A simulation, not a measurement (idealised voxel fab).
Module name: voxel self aligned contacts (process module)
Cross-section cut: width 245 nm, square cells of 5 nm.
Cross-sections here: square-cell grids, written as top-down lists of bands, a band being one or more rows of cells. Basically the band line says how high the top is and how high the bottom is, in nm, and then what's in it from left to right, every material with its width in nm. Empty space shows up as "air", and if a single material carries "edge to edge" it runs the full band edge to edge. Heights are reckoned from 0. Under this level, the received wafer is all of one material. The bottommost band is open-ended downward, for example "0 nm and below". Width spec "30 to 40" -> top row of cells at first value, bottom row at second value, equal per-row change in between. Basically "remains unaltered" means that step didn't change any cell in the cross-section. In the "Sealed void listing" entry, you get each enclosed empty space of 8 cells or more, one with no open way to the top, written width x height at distance, distance from the left edge, in nm. Step line, after settings: the simulator's comment on this step. If you see "overlay nm" on a step's line and that step has a mask, it's telling you how far right of where it was planned the mask ended up; a negative number means it went left instead.

[Steps in the process plan]
- 1: RECEIVE: material Si
- 2: OXIDIZE: depth nm 5
- 3: DIRECTIONAL_DEP: material polySi, thk nm 30
- 4: DIRECTIONAL_DEP: material SiN, thk nm 15
- 5: MASKED_ETCH: tone cover, mask id GATE, width nm 35, pitch nm 70, etch materials SiN, depth nm 15, overlay nm 0
- 6: MASKED_ETCH: tone cover, mask id GATE, width nm 35, pitch nm 70, etch materials polySi, depth nm 30, overlay nm 0
- 7: CONFORMAL_DEP: material SiN, thk nm 5
- 8: DIRECTIONAL_ETCH: etch materials SiN, depth nm 5
- 9: FILL_DEP: material SiO2, thk nm 15
- 10: CMP: height nm 50
- 11: DIRECTIONAL_DEP: material aC, thk nm 15
- 12: PATTERN: tone open, mask id CONTACT, material resist, width nm 55, pitch nm 70, thk nm 35, overlay nm 0
- 13: DIRECTIONAL_ETCH: etch materials aC, depth nm 15
- 14: STRIP: etch materials resist
- 15: DIRECTIONAL_ETCH: etch materials SiO2, depth nm 55
- 16: STRIP: etch materials aC
- 17: CONFORMAL_DEP: material TiN, thk nm 5
- 18: FILL_DEP: material Ru, thk nm 10
- 19: CMP: height nm 50
- 20: CONFORMAL_DEP: material SiCN, thk nm 5

[Delivered wafer in cross-section: state after step 1]
- 0 nm and below | Si edge to edge
- Sealed void listing: none

[Module complete - cross-section of the first of two wafers, run according to plan]
- 55 nm to 50 nm | SiCN edge to edge
- 50 nm to 45 nm | SiO2 (60), TiN (20), Ru (15), TiN (20), SiO2 (15), TiN (20), Ru (15), TiN (20), SiO2 (60)
- 45 nm to 30 nm | SiO2 (30), SiN (45), TiN (5), Ru (15), TiN (5), SiN (45), TiN (5), Ru (15), TiN (5), SiN (45), SiO2 (30)
- 30 nm to 0 nm | SiO2 (30), SiN (5), polySi (35), SiN (5), TiN (5), Ru (15), TiN (5), SiN (5), polySi (35), SiN (5), TiN (5), Ru (15), TiN (5), SiN (5), polySi (35), SiN (5), SiO2 (30)
- 0 nm to -5 nm | SiO2 (75), TiN (25), SiO2 (45), TiN (25), SiO2 (75)
- -5 nm and below | Si edge to edge
- Sealed void listing: none

[Second wafer through the module, sectioned at the end: same beginning and same plan as the first wafer, with one mistake in carrying it out]
- 55 nm to 50 nm | SiCN edge to edge
- 50 nm to 45 nm | SiO2 (60), TiN (25), Ru (10), TiN (20), SiO2 (15), TiN (25), Ru (10), TiN (20), SiO2 (60)
- 45 nm to 30 nm | SiO2 (30), SiN (50), TiN (5), Ru (10), TiN (5), SiN (50), TiN (5), Ru (10), TiN (5), SiN (50), SiO2 (25)
- 30 nm to 0 nm | SiO2 (30), SiN (5), polySi (40), SiN (5), TiN (5), Ru (10), TiN (5), SiN (5), polySi (40), SiN (5), TiN (5), Ru (10), TiN (5), SiN (5), polySi (40), SiN (5), SiO2 (25)
- 0 nm to -5 nm | SiO2 (80), TiN (20), SiO2 (50), TiN (20), SiO2 (75)
- -5 nm and below | Si edge to edge
- Sealed void listing: none
Where did the run depart from the plan? note that step 5 departed from the planned setting and was carried out as MASKED_ETCH: tone cover, mask id GATE, width nm 40, pitch nm 70, etch materials SiN, depth nm 15, overlay nm 0
Cell-count delta at end, second wafer over first, by material: Ru -20, SiN +9, SiO2 -7, polySi +18
